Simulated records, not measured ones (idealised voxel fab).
Module name: voxel capacitor over wiring (process module)
Square cell edge 5 nm, section width 155 nm, ID cut.
Think of the cross-section as a grid of square cells. We describe it in bands, top to bottom, and each band covers one or more rows of those cells.
Band: top height; bottom height; in nm. Then, left to right: material with width in nm, for each material. "full width": a single material spanning edge to edge. "air": empty space.
We count height from 0. Below that, the starting wafer is all one material. The lowest band never ends at the bottom but goes on down; see "z 0 and below" for how that is written.
The notation "30->40" denotes a width that varies across the rows of cells in the band, beginning at the first number in the top row, finishing at the second number in the bottom row, and changing by an identical amount from each row to the next.
Take "identical to before" at face value: in the step it is given for, the cross-section changed in none of its cells.
"Sealed-off cavities" lists enclosed empty spaces (at least 8 cells, no open path upward to the top), each as width x height at distance from the left edge, in nm.
On each step's line, the part that comes after the settings is the simulator's own comment on the step.
A step's line can hold "overlay nm"; with a mask on that step, the setting says how far right of the planned place the mask lay, while a negative setting says it lay to the left.

[Below is the list of planned process steps]
1: RECEIVE: material Si
2: CONFORMAL_DEP: material SiO2, thk nm 15
3: CONFORMAL_DEP: material SiCN, thk nm 5
4: DIRECTIONAL_DEP: material SiO2, thk nm 20
5: DIRECTIONAL_DEP: material aC, thk nm 10
6: PATTERN: tone open, mask id METAL_1, material resist, width nm 30, pitch nm 85, thk nm 30, overlay nm 0
7: DIRECTIONAL_ETCH: etch materials aC, depth nm 10
8: STRIP: etch materials resist
9: DIRECTIONAL_ETCH: etch materials SiO2, depth nm 20
10: DIRECTIONAL_ETCH: etch materials SiCN, depth nm 5
11: STRIP: etch materials aC
12: CONFORMAL_DEP: material TiN, thk nm 5
13: FILL_DEP: material Cu, thk nm 10
14: CMP: height nm 40
15: EPI: material Ru, thk nm 5
16: FILL_DEP: material SiCN, thk nm 5
17: DIRECTIONAL_DEP: material lowk, thk nm 20
18: DIRECTIONAL_DEP: material aC, thk nm 10
19: PATTERN: tone open, mask id PLUG_1, material resist, width nm 15, thk nm 30, overlay nm 0
20: DIRECTIONAL_ETCH: etch materials aC, depth nm 10
21: STRIP: etch materials resist
22: DIRECTIONAL_ETCH: etch materials lowk, depth nm 20
23: DIRECTIONAL_ETCH: etch materials SiCN, depth nm 5
24: STRIP: etch materials aC
25: EPI: material Ru, thk nm 10
26: EPI: material Ru, thk nm 10
27: EPI: material Ru, thk nm 5
28: DIRECTIONAL_DEP: material TiN, thk nm 5
29: DIRECTIONAL_DEP: material HfO2, thk nm 5
30: DIRECTIONAL_DEP: material TiN, thk nm 5
31: PATTERN: tone cover, mask id UPPER_PLATE, material resist, width nm 60, thk nm 15, overlay nm 0
32: DIRECTIONAL_ETCH: etch materials TiN, depth nm 5
33: DIRECTIONAL_ETCH: etch materials HfO2, depth nm 5
34: STRIP: etch materials resist
35: DIRECTIONAL_DEP: material aC, thk nm 15
36: PATTERN: tone cover, mask id LOWER_PLATE, material resist, width nm 70, thk nm 35, overlay nm 0
37: DIRECTIONAL_ETCH: etch materials aC, depth nm 15
38: STRIP: etch materials resist
39: DIRECTIONAL_ETCH: etch materials TiN, depth nm 5
40: STRIP: etch materials aC
41: FILL_DEP: material SiO2, thk nm 15
42: CMP: height nm 95
43: MASKED_ETCH: tone open, mask id PLUG_2, width nm 15, etch materials SiO2, depth nm 10, overlay nm 0
44: CONFORMAL_DEP: material TiN, thk nm 5
45: FILL_DEP: material W, thk nm 10
46: CMP: height nm 95
47: CONFORMAL_DEP: material SiCN, thk nm 5

[First wafer out of two, processed as planned]

[Wafer cross-section on receipt, i.e. after step 1]
> z 0 and below  Si full width
> Sealed-off cavities: none

[The following cross-section depicts the wafer upon completion of step 2]
> z 15 to 0  SiO2 full width
> Beneath the level 0, the cross-section is identical to its previous state.

[The following cross-section depicts the wafer upon completion of step 3]
> z 20 to 15  SiCN full width
> Beneath the level 15, the cross-section is identical to its previous state.

[The following cross-section depicts the wafer upon completion of step 4]
> z 40 to 20  SiO2 full width
> Beneath the level 20, the cross-section is identical to its previous state.

[The following cross-section depicts the wafer upon completion of step 5]
> z 50 to 40  aC full width
> Beneath the level 40, the cross-section is identical to its previous state.

[The following cross-section depicts the wafer upon completion of step 6]
> z 80 to 50  20 of resist; 30 of air; 55 of resist; 30 of air; 20 of resist
> Beneath the level 50, the cross-section is identical to its previous state.

[The following cross-section depicts the wafer upon completion of step 7]
> z 70 to 50  20 of resist; 30 of air; 55 of resist; 30 of air; 20 of resist
> z 50 to 40  20 of aC; 30 of air; 55 of aC; 30 of air; 20 of aC
> Beneath the level 40, the cross-section is identical to its previous state.

[The following cross-section depicts the wafer upon completion of step 8]
> z 50 to 40  20 of aC; 30 of air; 55 of aC; 30 of air; 20 of aC
> Beneath the level 40, the cross-section is identical to its previous state.

[The following cross-section depicts the wafer upon completion of step 9]
> z 50 to 40  20 of aC; 30 of air; 55 of aC; 30 of air; 20 of aC
> z 40 to 20  20 of SiO2; 30 of air; 55 of SiO2; 30 of air; 20 of SiO2
> Beneath the level 20, the cross-section is identical to its previous state.

[The following cross-section depicts the wafer upon completion of step 10]
> z 50 to 40  20 of aC; 30 of air; 55 of aC; 30 of air; 20 of aC
> z 40 to 20  20 of SiO2; 30 of air; 55 of SiO2; 30 of air; 20 of SiO2
> z 20 to 15  20 of SiCN; 30 of air; 55 of SiCN; 30 of air; 20 of SiCN
> Beneath the level 15, the cross-section is identical to its previous state.

[The following cross-section depicts the wafer upon completion of step 11]
> z 40 to 20  20 of SiO2; 30 of air; 55 of SiO2; 30 of air; 20 of SiO2
> Beneath the level 20, the cross-section is identical to its previous state.

[The following cross-section depicts the wafer upon completion of step 12]
> z 45 to 40  25 of TiN; 20 of air; 65 of TiN; 20 of air; 25 of TiN
> z 40 to 20  20 of SiO2; 5 of TiN; 20 of air; 5 of TiN; 55 of SiO2; 5 of TiN; 20 of air; 5 of TiN; 20 of SiO2
> z 20 to 15  20 of SiCN; 30 of TiN; 55 of SiCN; 30 of TiN; 20 of SiCN
> Beneath the level 15, the cross-section is identical to its previous state.

[The following cross-section depicts the wafer upon completion of step 13]
> z 55 to 45  Cu full width
> z 45 to 40  25 of TiN; 20 of Cu; 65 of TiN; 20 of Cu; 25 of TiN
> z 40 to 20  20 of SiO2; 5 of TiN; 20 of Cu; 5 of TiN; 55 of SiO2; 5 of TiN; 20 of Cu; 5 of TiN; 20 of SiO2
> Beneath the level 20, the cross-section is identical to its previous state.

[The following cross-section depicts the wafer upon completion of step 14]
> z 40 to 20  20 of SiO2; 5 of TiN; 20 of Cu; 5 of TiN; 55 of SiO2; 5 of TiN; 20 of Cu; 5 of TiN; 20 of SiO2
> Beneath the level 20, the cross-section is identical to its previous state.

[The following cross-section depicts the wafer upon completion of step 15]
> z 45 to 40  15 of air; 40 of Ru; 45 of air; 40 of Ru; 15 of air
> Beneath the level 40, the cross-section is identical to its previous state.

[The following cross-section depicts the wafer upon completion of step 16]
> z 50 to 45  SiCN full width
> z 45 to 40  15 of SiCN; 40 of Ru; 45 of SiCN; 40 of Ru; 15 of SiCN
> Beneath the level 40, the cross-section is identical to its previous state.

[The following cross-section depicts the wafer upon completion of step 17]
> z 70 to 50  lowk full width
> Beneath the level 50, the cross-section is identical to its previous state.

[The following cross-section depicts the wafer upon completion of step 18]
> z 80 to 70  aC full width
> Beneath the level 70, the cross-section is identical to its previous state.

[The following cross-section depicts the wafer upon completion of step 19]
> z 110 to 80  35 of resist; 15 of air; 105 of resist
> Beneath the level 80, the cross-section is identical to its previous state.

[The following cross-section depicts the wafer upon completion of step 20]
> z 100 to 80  35 of resist; 15 of air; 105 of resist
> z 80 to 70  35 of aC; 15 of air; 105 of aC
> Beneath the level 70, the cross-section is identical to its previous state.

[The following cross-section depicts the wafer upon completion of step 21]
> z 80 to 70  35 of aC; 15 of air; 105 of aC
> Beneath the level 70, the cross-section is identical to its previous state.

[The following cross-section depicts the wafer upon completion of step 22]
> z 80 to 70  35 of aC; 15 of air; 105 of aC
> z 70 to 50  35 of lowk; 15 of air; 105 of lowk
> Beneath the level 50, the cross-section is identical to its previous state.

[The following cross-section depicts the wafer upon completion of step 23]
> z 80 to 70  35 of aC; 15 of air; 105 of aC
> z 70 to 50  35 of lowk; 15 of air; 105 of lowk
> z 50 to 45  35 of SiCN; 15 of air; 105 of SiCN
> Beneath the level 45, the cross-section is identical to its previous state.

[The following cross-section depicts the wafer upon completion of step 24]
> z 70 to 50  35 of lowk; 15 of air; 105 of lowk
> Beneath the level 50, the cross-section is identical to its previous state.

[The following cross-section depicts the wafer upon completion of step 25]
> z 70 to 55  35 of lowk; 15 of air; 105 of lowk
> z 55 to 50  35 of lowk; 15 of Ru; 105 of lowk
> z 50 to 45  35 of SiCN; 15 of Ru; 105 of SiCN
> Beneath the level 45, the cross-section is identical to its previous state.

[The following cross-section depicts the wafer upon completion of step 26]
> z 70 to 65  35 of lowk; 15 of air; 105 of lowk
> z 65 to 50  35 of lowk; 15 of Ru; 105 of lowk
> Beneath the level 50, the cross-section is identical to its previous state.

[The following cross-section depicts the wafer upon completion of step 27]
> z 70 to 50  35 of lowk; 15 of Ru; 105 of lowk
> Beneath the level 50, the cross-section is identical to its previous state.

[The following cross-section depicts the wafer upon completion of step 28]
> z 75 to 70  TiN full width
> Beneath the level 70, the cross-section is identical to its previous state.

[The following cross-section depicts the wafer upon completion of step 29]
> z 80 to 75  HfO2 full width
> Beneath the level 75, the cross-section is identical to its previous state.

[The following cross-section depicts the wafer upon completion of step 30]
> z 85 to 80  TiN full width
> Beneath the level 80, the cross-section is identical to its previous state.

[The following cross-section depicts the wafer upon completion of step 31]
> z 100 to 85  35 of air; 60 of resist; 60 of air
> Beneath the level 85, the cross-section is identical to its previous state.

[The following cross-section depicts the wafer upon completion of step 32]
> z 100 to 85  35 of air; 60 of resist; 60 of air
> z 85 to 80  35 of air; 60 of TiN; 60 of air
> Beneath the level 80, the cross-section is identical to its previous state.

[The following cross-section depicts the wafer upon completion of step 33]
> z 100 to 85  35 of air; 60 of resist; 60 of air
> z 85 to 80  35 of air; 60 of TiN; 60 of air
> z 80 to 75  35 of air; 60 of HfO2; 60 of air
> Beneath the level 75, the cross-section is identical to its previous state.

[The following cross-section depicts the wafer upon completion of step 34]
> z 85 to 80  35 of air; 60 of TiN; 60 of air
> Beneath the level 80, the cross-section is identical to its previous state.

[The following cross-section depicts the wafer upon completion of step 35]
> z 100 to 90  35 of air; 60 of aC; 60 of air
> z 90 to 85  aC full width
> z 85 to 80  35 of aC; 60 of TiN; 60 of aC
> z 80 to 75  35 of aC; 60 of HfO2; 60 of aC
> Beneath the level 75, the cross-section is identical to its previous state.

[The following cross-section depicts the wafer upon completion of step 36]
> z 135 to 100  30 of air; 70 of resist; 55 of air
> z 100 to 90  30 of air; 5 of resist; 60 of aC; 5 of resist; 55 of air
> Beneath the level 90, the cross-section is identical to its previous state.

[The following cross-section depicts the wafer upon completion of step 37]
> z 120 to 100  30 of air; 70 of resist; 55 of air
> z 100 to 90  30 of air; 5 of resist; 60 of aC; 5 of resist; 55 of air
> z 90 to 85  30 of air; 70 of aC; 55 of air
> z 85 to 80  30 of air; 5 of aC; 60 of TiN; 5 of aC; 55 of air
> z 80 to 75  30 of air; 5 of aC; 60 of HfO2; 5 of aC; 55 of air
> Beneath the level 75, the cross-section is identical to its previous state.

[The following cross-section depicts the wafer upon completion of step 38]
> z 100 to 90  35 of air; 60 of aC; 60 of air
> Beneath the level 90, the cross-section is identical to its previous state.

[The following cross-section depicts the wafer upon completion of step 39]
> z 100 to 90  35 of air; 60 of aC; 60 of air
> z 90 to 85  30 of air; 70 of aC; 55 of air
> z 85 to 80  30 of air; 5 of aC; 60 of TiN; 5 of aC; 55 of air
> z 80 to 75  30 of air; 5 of aC; 60 of HfO2; 5 of aC; 55 of air
> z 75 to 70  30 of air; 70 of TiN; 55 of air
> Beneath the level 70, the cross-section is identical to its previous state.

[The following cross-section depicts the wafer upon completion of step 40]
> z 85 to 80  35 of air; 60 of TiN; 60 of air
> z 80 to 75  35 of air; 60 of HfO2; 60 of air
> Beneath the level 75, the cross-section is identical to its previous state.

[The following cross-section depicts the wafer upon completion of step 41]
> z 100 to 85  SiO2 full width
> z 85 to 80  35 of SiO2; 60 of TiN; 60 of SiO2
> z 80 to 75  35 of SiO2; 60 of HfO2; 60 of SiO2
> z 75 to 70  30 of SiO2; 70 of TiN; 55 of SiO2
> Beneath the level 70, the cross-section is identical to its previous state.

[The following cross-section depicts the wafer upon completion of step 42]
> z 95 to 85  SiO2 full width
> Beneath the level 85, the cross-section is identical to its previous state.

[The following cross-section depicts the wafer upon completion of step 43]
> z 95 to 85  45 of SiO2; 15 of air; 95 of SiO2
> Beneath the level 85, the cross-section is identical to its previous state.

[The following cross-section depicts the wafer upon completion of step 44]
> z 100 to 95  50 of TiN; 5 of air; 100 of TiN
> z 95 to 90  45 of SiO2; 5 of TiN; 5 of air; 5 of TiN; 95 of SiO2
> z 90 to 80  45->35 of SiO2; 15->60 of TiN; 95->60 of SiO2
> Beneath the level 80, the cross-section is identical to its previous state.

[The following cross-section depicts the wafer upon completion of step 45]
> z 110 to 100  W full width
> z 100 to 95  50 of TiN; 5 of W; 100 of TiN
> z 95 to 90  45 of SiO2; 5 of TiN; 5 of W; 5 of TiN; 95 of SiO2
> Beneath the level 90, the cross-section is identical to its previous state.

[The following cross-section depicts the wafer upon completion of step 46]
> z 95 to 90  45 of SiO2; 5 of TiN; 5 of W; 5 of TiN; 95 of SiO2
> Beneath the level 90, the cross-section is identical to its previous state.

[The following cross-section depicts the wafer upon completion of step 47]
> z 100 to 95  SiCN full width
> Beneath the level 95, the cross-section is identical to its previous state.

[Wafer two of the pair: same origin, same plan, one error during the run; identical to wafer one up to and including step 2]

[Cross-sectional view of the second wafer at the intended end time of process step 3]
> z 35 to 0  SiO2 full width
> Beneath the level 0, the cross-section is identical to its previous state.

[Cross-sectional view of the second wafer at the intended end time of process step 4]
> z 40 to 35  SiCN full width
> Beneath the level 35, the cross-section is identical to its previous state.

[Cross-sectional view of the second wafer at the intended end time of process step 5]
> z 50 to 40  aC full width
> Beneath the level 40, the cross-section is identical to its previous state.

[Cross-sectional view of the second wafer at the intended end time of process step 6]
> z 80 to 50  20 of resist; 30 of air; 55 of resist; 30 of air; 20 of resist
> Beneath the level 50, the cross-section is identical to its previous state.

[Cross-sectional view of the second wafer at the intended end time of process step 7]
> z 70 to 50  20 of resist; 30 of air; 55 of resist; 30 of air; 20 of resist
> z 50 to 40  20 of aC; 30 of air; 55 of aC; 30 of air; 20 of aC
> Beneath the level 40, the cross-section is identical to its previous state.

[Cross-sectional view of the second wafer at the intended end time of process step 8]
> z 50 to 40  20 of aC; 30 of air; 55 of aC; 30 of air; 20 of aC
> Beneath the level 40, the cross-section is identical to its previous state.

Cross-sectional view of the second wafer at the intended end time of process step 9: identical to before

[Cross-sectional view of the second wafer at the intended end time of process step 10]
> z 50 to 40  20 of aC; 30 of air; 55 of aC; 30 of air; 20 of aC
> z 40 to 35  20 of SiCN; 30 of air; 55 of SiCN; 30 of air; 20 of SiCN
> Beneath the level 35, the cross-section is identical to its previous state.

[Cross-sectional view of the second wafer at the intended end time of process step 11]
> z 40 to 35  20 of SiCN; 30 of air; 55 of SiCN; 30 of air; 20 of SiCN
> Beneath the level 35, the cross-section is identical to its previous state.

[Cross-sectional view of the second wafer at the intended end time of process step 12]
> z 45 to 40  25 of TiN; 20 of air; 65 of TiN; 20 of air; 25 of TiN
> z 40 to 35  20 of SiCN; 30 of TiN; 55 of SiCN; 30 of TiN; 20 of SiCN
> Beneath the level 35, the cross-section is identical to its previous state.

[Cross-sectional view of the second wafer at the intended end time of process step 13]
> z 55 to 45  Cu full width
> z 45 to 40  25 of TiN; 20 of Cu; 65 of TiN; 20 of Cu; 25 of TiN
> Beneath the level 40, the cross-section is identical to its previous state.

[Cross-sectional view of the second wafer at the intended end time of process step 14]
> z 40 to 35  20 of SiCN; 30 of TiN; 55 of SiCN; 30 of TiN; 20 of SiCN
> Beneath the level 35, the cross-section is identical to its previous state.

[Cross-sectional view of the second wafer at the intended end time of process step 15]
> z 45 to 40  15 of air; 40 of Ru; 45 of air; 40 of Ru; 15 of air
> Beneath the level 40, the cross-section is identical to its previous state.

[Cross-sectional view of the second wafer at the intended end time of process step 16]
> z 50 to 45  SiCN full width
> z 45 to 40  15 of SiCN; 40 of Ru; 45 of SiCN; 40 of Ru; 15 of SiCN
> Beneath the level 40, the cross-section is identical to its previous state.

[Cross-sectional view of the second wafer at the intended end time of process step 17]
> z 70 to 50  lowk full width
> Beneath the level 50, the cross-section is identical to its previous state.

[Cross-sectional view of the second wafer at the intended end time of process step 18]
> z 80 to 70  aC full width
> Beneath the level 70, the cross-section is identical to its previous state.

[Cross-sectional view of the second wafer at the intended end time of process step 19]
> z 110 to 80  35 of resist; 15 of air; 105 of resist
> Beneath the level 80, the cross-section is identical to its previous state.

[Cross-sectional view of the second wafer at the intended end time of process step 20]
> z 100 to 80  35 of resist; 15 of air; 105 of resist
> z 80 to 70  35 of aC; 15 of air; 105 of aC
> Beneath the level 70, the cross-section is identical to its previous state.

[Cross-sectional view of the second wafer at the intended end time of process step 21]
> z 80 to 70  35 of aC; 15 of air; 105 of aC
> Beneath the level 70, the cross-section is identical to its previous state.

[Cross-sectional view of the second wafer at the intended end time of process step 22]
> z 80 to 70  35 of aC; 15 of air; 105 of aC
> z 70 to 50  35 of lowk; 15 of air; 105 of lowk
> Beneath the level 50, the cross-section is identical to its previous state.

[Cross-sectional view of the second wafer at the intended end time of process step 23]
> z 80 to 70  35 of aC; 15 of air; 105 of aC
> z 70 to 50  35 of lowk; 15 of air; 105 of lowk
> z 50 to 45  35 of SiCN; 15 of air; 105 of SiCN
> Beneath the level 45, the cross-section is identical to its previous state.

[Cross-sectional view of the second wafer at the intended end time of process step 24]
> z 70 to 50  35 of lowk; 15 of air; 105 of lowk
> Beneath the level 50, the cross-section is identical to its previous state.

[Cross-sectional view of the second wafer at the intended end time of process step 25]
> z 70 to 55  35 of lowk; 15 of air; 105 of lowk
> z 55 to 50  35 of lowk; 15 of Ru; 105 of lowk
> z 50 to 45  35 of SiCN; 15 of Ru; 105 of SiCN
> Beneath the level 45, the cross-section is identical to its previous state.

[Cross-sectional view of the second wafer at the intended end time of process step 26]
> z 70 to 65  35 of lowk; 15 of air; 105 of lowk
> z 65 to 50  35 of lowk; 15 of Ru; 105 of lowk
> Beneath the level 50, the cross-section is identical to its previous state.

[Cross-sectional view of the second wafer at the intended end time of process step 27]
> z 70 to 50  35 of lowk; 15 of Ru; 105 of lowk
> Beneath the level 50, the cross-section is identical to its previous state.

[Cross-sectional view of the second wafer at the intended end time of process step 28]
> z 75 to 70  TiN full width
> Beneath the level 70, the cross-section is identical to its previous state.

[Cross-sectional view of the second wafer at the intended end time of process step 29]
> z 80 to 75  HfO2 full width
> Beneath the level 75, the cross-section is identical to its previous state.

[Cross-sectional view of the second wafer at the intended end time of process step 30]
> z 85 to 80  TiN full width
> Beneath the level 80, the cross-section is identical to its previous state.

[Cross-sectional view of the second wafer at the intended end time of process step 31]
> z 100 to 85  35 of air; 60 of resist; 60 of air
> Beneath the level 85, the cross-section is identical to its previous state.

[Cross-sectional view of the second wafer at the intended end time of process step 32]
> z 100 to 85  35 of air; 60 of resist; 60 of air
> z 85 to 80  35 of air; 60 of TiN; 60 of air
> Beneath the level 80, the cross-section is identical to its previous state.

[Cross-sectional view of the second wafer at the intended end time of process step 33]
> z 100 to 85  35 of air; 60 of resist; 60 of air
> z 85 to 80  35 of air; 60 of TiN; 60 of air
> z 80 to 75  35 of air; 60 of HfO2; 60 of air
> Beneath the level 75, the cross-section is identical to its previous state.

[Cross-sectional view of the second wafer at the intended end time of process step 34]
> z 85 to 80  35 of air; 60 of TiN; 60 of air
> Beneath the level 80, the cross-section is identical to its previous state.

[Cross-sectional view of the second wafer at the intended end time of process step 35]
> z 100 to 90  35 of air; 60 of aC; 60 of air
> z 90 to 85  aC full width
> z 85 to 80  35 of aC; 60 of TiN; 60 of aC
> z 80 to 75  35 of aC; 60 of HfO2; 60 of aC
> Beneath the level 75, the cross-section is identical to its previous state.

[Cross-sectional view of the second wafer at the intended end time of process step 36]
> z 135 to 100  30 of air; 70 of resist; 55 of air
> z 100 to 90  30 of air; 5 of resist; 60 of aC; 5 of resist; 55 of air
> Beneath the level 90, the cross-section is identical to its previous state.

[Cross-sectional view of the second wafer at the intended end time of process step 37]
> z 120 to 100  30 of air; 70 of resist; 55 of air
> z 100 to 90  30 of air; 5 of resist; 60 of aC; 5 of resist; 55 of air
> z 90 to 85  30 of air; 70 of aC; 55 of air
> z 85 to 80  30 of air; 5 of aC; 60 of TiN; 5 of aC; 55 of air
> z 80 to 75  30 of air; 5 of aC; 60 of HfO2; 5 of aC; 55 of air
> Beneath the level 75, the cross-section is identical to its previous state.

[Cross-sectional view of the second wafer at the intended end time of process step 38]
> z 100 to 90  35 of air; 60 of aC; 60 of air
> Beneath the level 90, the cross-section is identical to its previous state.

[Cross-sectional view of the second wafer at the intended end time of process step 39]
> z 100 to 90  35 of air; 60 of aC; 60 of air
> z 90 to 85  30 of air; 70 of aC; 55 of air
> z 85 to 80  30 of air; 5 of aC; 60 of TiN; 5 of aC; 55 of air
> z 80 to 75  30 of air; 5 of aC; 60 of HfO2; 5 of aC; 55 of air
> z 75 to 70  30 of air; 70 of TiN; 55 of air
> Beneath the level 70, the cross-section is identical to its previous state.

[Cross-sectional view of the second wafer at the intended end time of process step 40]
> z 85 to 80  35 of air; 60 of TiN; 60 of air
> z 80 to 75  35 of air; 60 of HfO2; 60 of air
> Beneath the level 75, the cross-section is identical to its previous state.

[Cross-sectional view of the second wafer at the intended end time of process step 41]
> z 100 to 85  SiO2 full width
> z 85 to 80  35 of SiO2; 60 of TiN; 60 of SiO2
> z 80 to 75  35 of SiO2; 60 of HfO2; 60 of SiO2
> z 75 to 70  30 of SiO2; 70 of TiN; 55 of SiO2
> Beneath the level 70, the cross-section is identical to its previous state.

[Cross-sectional view of the second wafer at the intended end time of process step 42]
> z 95 to 85  SiO2 full width
> Beneath the level 85, the cross-section is identical to its previous state.

[Cross-sectional view of the second wafer at the intended end time of process step 43]
> z 95 to 85  45 of SiO2; 15 of air; 95 of SiO2
> Beneath the level 85, the cross-section is identical to its previous state.

[Cross-sectional view of the second wafer at the intended end time of process step 44]
> z 100 to 95  50 of TiN; 5 of air; 100 of TiN
> z 95 to 90  45 of SiO2; 5 of TiN; 5 of air; 5 of TiN; 95 of SiO2
> z 90 to 80  45->35 of SiO2; 15->60 of TiN; 95->60 of SiO2
> Beneath the level 80, the cross-section is identical to its previous state.

[Cross-sectional view of the second wafer at the intended end time of process step 45]
> z 110 to 100  W full width
> z 100 to 95  50 of TiN; 5 of W; 100 of TiN
> z 95 to 90  45 of SiO2; 5 of TiN; 5 of W; 5 of TiN; 95 of SiO2
> Beneath the level 90, the cross-section is identical to its previous state.

[Cross-sectional view of the second wafer at the intended end time of process step 46]
> z 95 to 90  45 of SiO2; 5 of TiN; 5 of W; 5 of TiN; 95 of SiO2
> Beneath the level 90, the cross-section is identical to its previous state.

[Cross-sectional view of the second wafer at the intended end time of process step 47]
> z 100 to 95  SiCN full width
> Beneath the level 95, the cross-section is identical to its previous state.
What went wrong in running the wafer? contrary to the plan, steps 3 and 4 were processed in exchanged order
Final tally in cells, some materials are higher or lower on the second wafer than on the first: Cu -32; SiO2 +48; TiN -16
